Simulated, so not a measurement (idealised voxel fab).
Process module under the name voxel capacitor over wiring
This is section cut - it's 300 nm across, gridded in 5 nm square cells.
The cross-sections in this document take the form of a grid made of square cells. They are written out as bands, in order from top to bottom. Each band consists of one or more rows of cells.
Quick guide to a band line: top height, bottom height (nm) up front; then every material left to right with its width in nm. Only one material and it's marked "edge to edge"? Then it fills the band edge to edge. And "empty" just means empty space.
The level at which height equals 0 is the one under which the wafer, as it arrives, is entirely one material. No lower edge exists for the bottom band, which continues downward and is notated as in "0..down".
The two numbers in a width such as "30 to 40" mark its ends across the band: the first belongs to the top row of cells, the second to the bottom row, and from each row to the next the width moves by the same amount.
Step marked "remains unaltered"? Then no cell in the cross-section changed in it.
The list in "Unvented internal voids" covers empty spaces of 8 cells or more that cannot reach the top through any open way, and it gives each as width x height at distance; the distance is from the left edge, and width, height and distance are in nm.
Heads up: the bit after the settings on a step's line is the simulator's remark on that step.
"overlay nm", when on a step's line for a step with a mask, measures how far to the right of its planned place the mask lay; a negative measure means to the left.
Pairs follow: section before one process step, section after it down to the lowest changed band, step with settings underneath. Pairs may come from different runs of this module on the same starting wafer; continuity with the pair above only as stated in the "Before this step" entry.
Before this step
> 10..0 | SiO2 edge to edge
> 0..down | Si edge to edge
> Unvented internal voids: none
Sectional View, Post-Process
> 15..10 | SiCN edge to edge
> Under the height 10 nothing was changed.
> Unvented internal voids: none
What process step lies between the two cross-sections above? DIRECTIONAL_DEP with material SiCN, thk nm 5
Before this step: equal to the after panel directly above.
Sectional View, Post-Process
> 35..15 | W edge to edge
> Under the height 15 nothing was changed.
> Unvented internal voids: none
What process step lies between the two cross-sections above? DIRECTIONAL_DEP with material W, thk nm 20
Before this step: equal to the after panel directly above.
Sectional View, Post-Process
> 50..35 | aC edge to edge
> Under the height 35 nothing was changed.
> Unvented internal voids: none
What process step lies between the two cross-sections above? DIRECTIONAL_DEP with material aC, thk nm 15
Before this step: equal to the after panel directly above.
Sectional View, Post-Process
> 85..50 | 85 nm empty / 30 nm resist / 65 nm empty / 30 nm resist / 90 nm empty
> Under the height 50 nothing was changed.
> Unvented internal voids: none
What process step lies between the two cross-sections above? PATTERN with tone cover, mask id METAL_1, material resist, width nm 30, pitch nm 95, thk nm 35, overlay nm 0
Before this step: equal to the after panel directly above.
Sectional View, Post-Process
> 70..50 | 85 nm empty / 30 nm resist / 65 nm empty / 30 nm resist / 90 nm empty
> 50..35 | 85 nm empty / 30 nm aC / 65 nm empty / 30 nm aC / 90 nm empty
> Under the height 35 nothing was changed.
> Unvented internal voids: none
What process step lies between the two cross-sections above? DIRECTIONAL_ETCH with etch materials aC, depth nm 15
Before this step: equal to the after panel directly above.
Sectional View, Post-Process
> 50..35 | 85 nm empty / 30 nm aC / 65 nm empty / 30 nm aC / 90 nm empty
> Under the height 35 nothing was changed.
> Unvented internal voids: none
What process step lies between the two cross-sections above? STRIP with etch materials resist
Before this step: equal to the after panel directly above.
Sectional View, Post-Process
> 50..35 | 85 nm empty / 30 nm aC / 65 nm empty / 30 nm aC / 90 nm empty
> 35..15 | 85 nm empty / 30 nm W / 65 nm empty / 30 nm W / 90 nm empty
> Under the height 15 nothing was changed.
> Unvented internal voids: none
What process step lies between the two cross-sections above? DIRECTIONAL_ETCH with etch materials W, depth nm 20
Before this step: equal to the after panel directly above.
Sectional View, Post-Process
> 35..15 | 85 nm empty / 30 nm W / 65 nm empty / 30 nm W / 90 nm empty
> Under the height 15 nothing was changed.
> Unvented internal voids: none
What process step lies between the two cross-sections above? STRIP with etch materials aC
Before this step: equal to the after panel directly above.
Sectional View, Post-Process
> 40..35 | SiO2 edge to edge
> 35..15 | 85 nm SiO2 / 30 nm W / 65 nm SiO2 / 30 nm W / 90 nm SiO2
> Under the height 15 nothing was changed.
> Unvented internal voids: none
What process step lies between the two cross-sections above? FILL_DEP with material SiO2, thk nm 5
Before this step: equal to the after panel directly above.
Sectional View, Post-Process
> 35..15 | 85 nm SiO2 / 30 nm W / 65 nm SiO2 / 30 nm W / 90 nm SiO2
> Under the height 15 nothing was changed.
> Unvented internal voids: none
What process step lies between the two cross-sections above? CMP with height nm 35
Before this step: equal to the after panel directly above.
Sectional View, Post-Process
> 40..35 | SiCN edge to edge
> Under the height 35 nothing was changed.
> Unvented internal voids: none
What process step lies between the two cross-sections above? CONFORMAL_DEP with material SiCN, thk nm 5
Before this step: equal to the after panel directly above.
Sectional View, Post-Process
> 60..40 | lowk edge to edge
> Under the height 40 nothing was changed.
> Unvented internal voids: none
What process step lies between the two cross-sections above? DIRECTIONAL_DEP with material lowk, thk nm 20
Before this step: equal to the after panel directly above.
Sectional View, Post-Process
> 80..60 | 100 nm resist / 15 nm empty / 185 nm resist
> Under the height 60 nothing was changed.
> Unvented internal voids: none
What process step lies between the two cross-sections above? PATTERN with tone open, mask id PLUG_1, material resist, width nm 15, thk nm 20, overlay nm 0
Before this step: equal to the after panel directly above.
Sectional View, Post-Process
> 80..60 | 100 nm resist / 15 nm empty / 185 nm resist
> 60..40 | 100 nm lowk / 15 nm empty / 185 nm lowk
> Under the height 40 nothing was changed.
> Unvented internal voids: none
What process step lies between the two cross-sections above? DIRECTIONAL_ETCH with etch materials lowk, depth nm 20
Before this step: equal to the after panel directly above.
Sectional View, Post-Process
> 80..60 | 100 nm resist / 15 nm empty / 185 nm resist
> 60..40 | 100 nm lowk / 15 nm empty / 185 nm lowk
> 40..35 | 100 nm SiCN / 15 nm empty / 185 nm SiCN
> Under the height 35 nothing was changed.
> Unvented internal voids: none
What process step lies between the two cross-sections above? DIRECTIONAL_ETCH with etch materials SiCN, depth nm 5
Before this step: equal to the after panel directly above.
Sectional View, Post-Process
> 60..40 | 100 nm lowk / 15 nm empty / 185 nm lowk
> Under the height 40 nothing was changed.
> Unvented internal voids: none
What process step lies between the two cross-sections above? STRIP with etch materials resist
Before this step: equal to the after panel directly above.
Sectional View, Post-Process
> 65..60 | 105 nm TiN / 5 nm empty / 190 nm TiN
> 60..40 | 100 nm lowk / 5 nm TiN / 5 nm empty / 5 nm TiN / 185 nm lowk
> 40..35 | 100 nm SiCN / 15 nm TiN / 185 nm SiCN
> Under the height 35 nothing was changed.
> Unvented internal voids: none
What process step lies between the two cross-sections above? CONFORMAL_DEP with material TiN, thk nm 5
Before this step: equal to the after panel directly above.
Sectional View, Post-Process
> 70..65 | Cu edge to edge
> 65..60 | 105 nm TiN / 5 nm Cu / 190 nm TiN
> 60..40 | 100 nm lowk / 5 nm TiN / 5 nm Cu / 5 nm TiN / 185 nm lowk
> Under the height 40 nothing was changed.
> Unvented internal voids: none
What process step lies between the two cross-sections above? FILL_DEP with material Cu, thk nm 5
Before this step: equal to the after panel directly above.
Sectional View, Post-Process
> 60..40 | 100 nm lowk / 5 nm TiN / 5 nm Cu / 5 nm TiN / 185 nm lowk
> Under the height 40 nothing was changed.
> Unvented internal voids: none
What process step lies between the two cross-sections above? CMP with height nm 60
Before this step: equal to the after panel directly above.
Sectional View, Post-Process
> 70..60 | TiN edge to edge
> Under the height 60 nothing was changed.
> Unvented internal voids: none
What process step lies between the two cross-sections above? DIRECTIONAL_DEP with material TiN, thk nm 10
Before this step: equal to the after panel directly above.
Sectional View, Post-Process
> 75..70 | HfO2 edge to edge
> Under the height 70 nothing was changed.
> Unvented internal voids: none
What process step lies between the two cross-sections above? DIRECTIONAL_DEP with material HfO2, thk nm 5
Before this step: equal to the after panel directly above.
Sectional View, Post-Process
> 80..75 | TiN edge to edge
> Under the height 75 nothing was changed.
> Unvented internal voids: none
What process step lies between the two cross-sections above? DIRECTIONAL_DEP with material TiN, thk nm 5
Before this step: equal to the after panel directly above.
Sectional View, Post-Process
> 100..80 | 100 nm empty / 70 nm resist / 130 nm empty
> Under the height 80 nothing was changed.
> Unvented internal voids: none
What process step lies between the two cross-sections above? PATTERN with tone cover, mask id UPPER_PLATE, material resist, width nm 70, thk nm 20, overlay nm 0
Before this step: equal to the after panel directly above.
Sectional View, Post-Process
> 100..80 | 100 nm empty / 70 nm resist / 130 nm empty
> 80..75 | 100 nm empty / 70 nm TiN / 130 nm empty
> Under the height 75 nothing was changed.
> Unvented internal voids: none
What process step lies between the two cross-sections above? DIRECTIONAL_ETCH with etch materials TiN, depth nm 5
Before this step: equal to the after panel directly above.
Sectional View, Post-Process
> 100..80 | 100 nm empty / 70 nm resist / 130 nm empty
> 80..75 | 100 nm empty / 70 nm TiN / 130 nm empty
> 75..70 | 100 nm empty / 70 nm HfO2 / 130 nm empty
> Under the height 70 nothing was changed.
> Unvented internal voids: none
What process step lies between the two cross-sections above? DIRECTIONAL_ETCH with etch materials HfO2, depth nm 5
Before this step: equal to the after panel directly above.
Sectional View, Post-Process
> 80..75 | 100 nm empty / 70 nm TiN / 130 nm empty
> Under the height 75 nothing was changed.
> Unvented internal voids: none
What process step lies between the two cross-sections above? STRIP with etch materials resist
Before this step: equal to the after panel directly above.
Sectional View, Post-Process
> 95..85 | 100 nm empty / 70 nm aC / 130 nm empty
> 85..80 | aC edge to edge
> 80..75 | 100 nm aC / 70 nm TiN / 130 nm aC
> 75..70 | 100 nm aC / 70 nm HfO2 / 130 nm aC
> Under the height 70 nothing was changed.
> Unvented internal voids: none
What process step lies between the two cross-sections above? DIRECTIONAL_DEP with material aC, thk nm 15
Before this step: equal to the after panel directly above.
Sectional View, Post-Process
> 125..95 | 95 nm empty / 80 nm resist / 125 nm empty
> 95..85 | 95 nm empty / 5 nm resist / 70 nm aC / 5 nm resist / 125 nm empty
> Under the height 85 nothing was changed.
> Unvented internal voids: none
What process step lies between the two cross-sections above? PATTERN with tone cover, mask id LOWER_PLATE, material resist, width nm 80, thk nm 30, overlay nm 0
Before this step: equal to the after panel directly above.
Sectional View, Post-Process
> 110..95 | 95 nm empty / 80 nm resist / 125 nm empty
> 95..85 | 95 nm empty / 5 nm resist / 70 nm aC / 5 nm resist / 125 nm empty
> 85..80 | 95 nm empty / 80 nm aC / 125 nm empty
> 80..75 | 95 nm empty / 5 nm aC / 70 nm TiN / 5 nm aC / 125 nm empty
> 75..70 | 95 nm empty / 5 nm aC / 70 nm HfO2 / 5 nm aC / 125 nm empty
> Under the height 70 nothing was changed.
> Unvented internal voids: none
What process step lies between the two cross-sections above? DIRECTIONAL_ETCH with etch materials aC, depth nm 15
Before this step: equal to the after panel directly above.
Sectional View, Post-Process
> 95..85 | 100 nm empty / 70 nm aC / 130 nm empty
> Under the height 85 nothing was changed.
> Unvented internal voids: none
What process step lies between the two cross-sections above? STRIP with etch materials resist
Before this step: equal to the after panel directly above.
Sectional View, Post-Process
> 95..85 | 100 nm empty / 70 nm aC / 130 nm empty
> 85..80 | 95 nm empty / 80 nm aC / 125 nm empty
> 80..75 | 95 nm empty / 5 nm aC / 70 nm TiN / 5 nm aC / 125 nm empty
> 75..70 | 95 nm empty / 5 nm aC / 70 nm HfO2 / 5 nm aC / 125 nm empty
> 70..60 | 95 nm empty / 80 nm TiN / 125 nm empty
> Under the height 60 nothing was changed.
> Unvented internal voids: none
What process step lies between the two cross-sections above? DIRECTIONAL_ETCH with etch materials TiN, depth nm 10
Before this step: equal to the after panel directly above.
Sectional View, Post-Process
> 80..75 | 100 nm empty / 70 nm TiN / 130 nm empty
> 75..70 | 100 nm empty / 70 nm HfO2 / 130 nm empty
> Under the height 70 nothing was changed.
> Unvented internal voids: none
What process step lies between the two cross-sections above? STRIP with etch materials aC
Before this step: equal to the after panel directly above.
Sectional View, Post-Process
> 95..80 | SiO2 edge to edge
> 80..75 | 100 nm SiO2 / 70 nm TiN / 130 nm SiO2
> 75..70 | 100 nm SiO2 / 70 nm HfO2 / 130 nm SiO2
> 70..60 | 95 nm SiO2 / 80 nm TiN / 125 nm SiO2
> Under the height 60 nothing was changed.
> Unvented internal voids: none
What process step lies between the two cross-sections above? FILL_DEP with material SiO2, thk nm 15
Before this step: equal to the after panel directly above.
Sectional View, Post-Process
> 90..80 | SiO2 edge to edge
> Under the height 80 nothing was changed.
> Unvented internal voids: none
What process step lies between the two cross-sections above? CMP with height nm 90
Before this step: equal to the after panel directly above.
Sectional View, Post-Process
> 90..80 | 110 nm SiO2 / 15 nm empty / 175 nm SiO2
> Under the height 80 nothing was changed.
> Unvented internal voids: none
What process step lies between the two cross-sections above? MASKED_ETCH with tone open, mask id PLUG_2, width nm 15, etch materials SiO2, depth nm 10, overlay nm 0
Before this step: equal to the after panel directly above.
Sectional View, Post-Process
> 95..90 | 115 nm TiN / 5 nm empty / 180 nm TiN
> 90..85 | 110 nm SiO2 / 5 nm TiN / 5 nm empty / 5 nm TiN / 175 nm SiO2
> 85..75 | 110 to 100 nm SiO2 / 15 to 70 nm TiN / 175 to 130 nm SiO2
> Under the height 75 nothing was changed.
> Unvented internal voids: none
What process step lies between the two cross-sections above? CONFORMAL_DEP with material TiN, thk nm 5
Before this step: equal to the after panel directly above.
Sectional View, Post-Process
> 105..95 | Ru edge to edge
> 95..90 | 115 nm TiN / 5 nm Ru / 180 nm TiN
> 90..85 | 110 nm SiO2 / 5 nm TiN / 5 nm Ru / 5 nm TiN / 175 nm SiO2
> Under the height 85 nothing was changed.
> Unvented internal voids: none
What process step lies between the two cross-sections above? FILL_DEP with material Ru, thk nm 10
Before this step: equal to the after panel directly above.
Sectional View, Post-Process
> 90..85 | 110 nm SiO2 / 5 nm TiN / 5 nm Ru / 5 nm TiN / 175 nm SiO2
> Under the height 85 nothing was changed.
> Unvented internal voids: none
What process step lies between the two cross-sections above? CMP with height nm 90
Before this step: equal to the after panel directly above.
Sectional View, Post-Process
> 95..90 | SiN edge to edge
> Under the height 90 nothing was changed.
> Unvented internal voids: none
What process step lies between the two cross-sections above? CONFORMAL_DEP with material SiN, thk nm 5
Before this step
> 80..75 | TiN edge to edge
> 75..70 | HfO2 edge to edge
> 70..60 | TiN edge to edge
> 60..40 | 100 nm lowk / 5 nm TiN / 5 nm Cu / 5 nm TiN / 185 nm lowk
> 40..35 | 100 nm SiCN / 15 nm TiN / 185 nm SiCN
> 35..15 | 85 nm SiO2 / 30 nm W / 65 nm SiO2 / 30 nm W / 90 nm SiO2
> 15..10 | 85 nm SiO2 / 30 nm TiN / 65 nm SiO2 / 30 nm TiN / 90 nm SiO2
> 10..0 | SiO2 edge to edge
> 0..down | Si edge to edge
> Unvented internal voids: none
Sectional View, Post-Process
> 100..80 | 100 nm resist / 70 nm empty / 130 nm resist
> Under the height 80 nothing was changed.
> Unvented internal voids: none
What process step lies between the two cross-sections above? PATTERN with tone open, mask id UPPER_PLATE, material resist, width nm 70, thk nm 20, overlay nm 0
Before this step: equal to the after panel directly above.
Sectional View, Post-Process
> 100..80 | 100 nm resist / 70 nm empty / 130 nm resist
> 80..75 | 100 nm TiN / 70 nm empty / 130 nm TiN
> Under the height 75 nothing was changed.
> Unvented internal voids: none
What process step lies between the two cross-sections above? DIRECTIONAL_ETCH with etch materials TiN, depth nm 5
Before this step: equal to the after panel directly above.
Sectional View, Post-Process
> 100..80 | 100 nm resist / 70 nm empty / 130 nm resist
> 80..75 | 100 nm TiN / 70 nm empty / 130 nm TiN
> 75..70 | 100 nm HfO2 / 70 nm empty / 130 nm HfO2
> Under the height 70 nothing was changed.
> Unvented internal voids: none
What process step lies between the two cross-sections above? DIRECTIONAL_ETCH with etch materials HfO2, depth nm 5
Before this step: equal to the after panel directly above.
Sectional View, Post-Process
> 80..75 | 100 nm TiN / 70 nm empty / 130 nm TiN
> Under the height 75 nothing was changed.
> Unvented internal voids: none
What process step lies between the two cross-sections above? STRIP with etch materials resist
Before this step: equal to the after panel directly above.
Sectional View, Post-Process
> 95..85 | 100 nm aC / 70 nm empty / 130 nm aC
> 85..80 | aC edge to edge
> 80..75 | 100 nm TiN / 70 nm aC / 130 nm TiN
> 75..70 | 100 nm HfO2 / 70 nm aC / 130 nm HfO2
> Under the height 70 nothing was changed.
> Unvented internal voids: none
What process step lies between the two cross-sections above? DIRECTIONAL_DEP with material aC, thk nm 15
Before this step: equal to the after panel directly above.
Sectional View, Post-Process
> 125..95 | 95 nm empty / 80 nm resist / 125 nm empty
> 95..85 | 100 nm aC / 70 nm resist / 130 nm aC
> Under the height 85 nothing was changed.
> Unvented internal voids: none
What process step lies between the two cross-sections above? PATTERN with tone cover, mask id LOWER_PLATE, material resist, width nm 80, thk nm 30, overlay nm 0
Before this step: equal to the after panel directly above.
Sectional View, Post-Process
> 110..95 | 95 nm empty / 80 nm resist / 125 nm empty
> 95..85 | 95 nm empty / 5 nm aC / 70 nm resist / 5 nm aC / 125 nm empty
> 85..80 | 95 nm empty / 80 nm aC / 125 nm empty
> Under the height 80 nothing was changed.
> Unvented internal voids: none
What process step lies between the two cross-sections above? DIRECTIONAL_ETCH with etch materials aC, depth nm 15
Before this step: equal to the after panel directly above.
Sectional View, Post-Process
> 95..85 | 95 nm empty / 5 nm aC / 70 nm empty / 5 nm aC / 125 nm empty
> Under the height 85 nothing was changed.
> Unvented internal voids: none
What process step lies between the two cross-sections above? STRIP with etch materials resist
Before this step: equal to the after panel directly above.
Sectional View, Post-Process
> 95..85 | 95 nm empty / 5 nm aC / 70 nm empty / 5 nm aC / 125 nm empty
> 85..80 | 95 nm empty / 80 nm aC / 125 nm empty
> 80..75 | 95 nm empty / 5 nm TiN / 70 nm aC / 5 nm TiN / 125 nm empty
> Under the height 75 nothing was changed.
> Unvented internal voids: none
What process step lies between the two cross-sections above? DIRECTIONAL_ETCH with etch materials TiN, depth nm 10
Before this step: equal to the after panel directly above.
Sectional View, Post-Process
> 80..75 | 95 nm empty / 5 nm TiN / 70 nm empty / 5 nm TiN / 125 nm empty
> 75..70 | 100 nm HfO2 / 70 nm empty / 130 nm HfO2
> Under the height 70 nothing was changed.
> Unvented internal voids: none
What process step lies between the two cross-sections above? STRIP with etch materials aC
Before this step: equal to the after panel directly above.
Sectional View, Post-Process
> 95..80 | SiO2 edge to edge
> 80..75 | 95 nm SiO2 / 5 nm TiN / 70 nm SiO2 / 5 nm TiN / 125 nm SiO2
> 75..70 | 100 nm HfO2 / 70 nm SiO2 / 130 nm HfO2
> Under the height 70 nothing was changed.
> Unvented internal voids: none
What process step lies between the two cross-sections above? FILL_DEP with material SiO2, thk nm 15
Before this step: equal to the after panel directly above.
Sectional View, Post-Process
> 90..80 | SiO2 edge to edge
> Under the height 80 nothing was changed.
> Unvented internal voids: none
What process step lies between the two cross-sections above? CMP with height nm 90
Before this step: equal to the after panel directly above.
Sectional View, Post-Process
> 90..80 | 110 nm SiO2 / 15 nm empty / 175 nm SiO2
> Under the height 80 nothing was changed.
> Unvented internal voids: none
What process step lies between the two cross-sections above? MASKED_ETCH with tone open, mask id PLUG_2, width nm 15, etch materials SiO2, depth nm 10, overlay nm 0
Before this step: equal to the after panel directly above.
Sectional View, Post-Process
> 95..90 | 115 nm TiN / 5 nm empty / 180 nm TiN
> 90..85 | 110 nm SiO2 / 5 nm TiN / 5 nm empty / 5 nm TiN / 175 nm SiO2
> 85..80 | 110 nm SiO2 / 15 nm TiN / 175 nm SiO2
> Under the height 80 nothing was changed.
> Unvented internal voids: none
What process step lies between the two cross-sections above? CONFORMAL_DEP with material TiN, thk nm 5
Before this step: equal to the after panel directly above.
Sectional View, Post-Process
> 105..95 | Ru edge to edge
> 95..90 | 115 nm TiN / 5 nm Ru / 180 nm TiN
> 90..85 | 110 nm SiO2 / 5 nm TiN / 5 nm Ru / 5 nm TiN / 175 nm SiO2
> Under the height 85 nothing was changed.
> Unvented internal voids: none
What process step lies between the two cross-sections above? FILL_DEP with material Ru, thk nm 10
Before this step: equal to the after panel directly above.
Sectional View, Post-Process
> 90..85 | 110 nm SiO2 / 5 nm TiN / 5 nm Ru / 5 nm TiN / 175 nm SiO2
> Under the height 85 nothing was changed.
> Unvented internal voids: none
What process step lies between the two cross-sections above? CMP with height nm 90
Before this step: equal to the after panel directly above.
Sectional View, Post-Process
> 95..90 | SiN edge to edge
> Under the height 90 nothing was changed.
> Unvented internal voids: none
What process step lies between the two cross-sections above? CONFORMAL_DEP with material SiN, thk nm 5
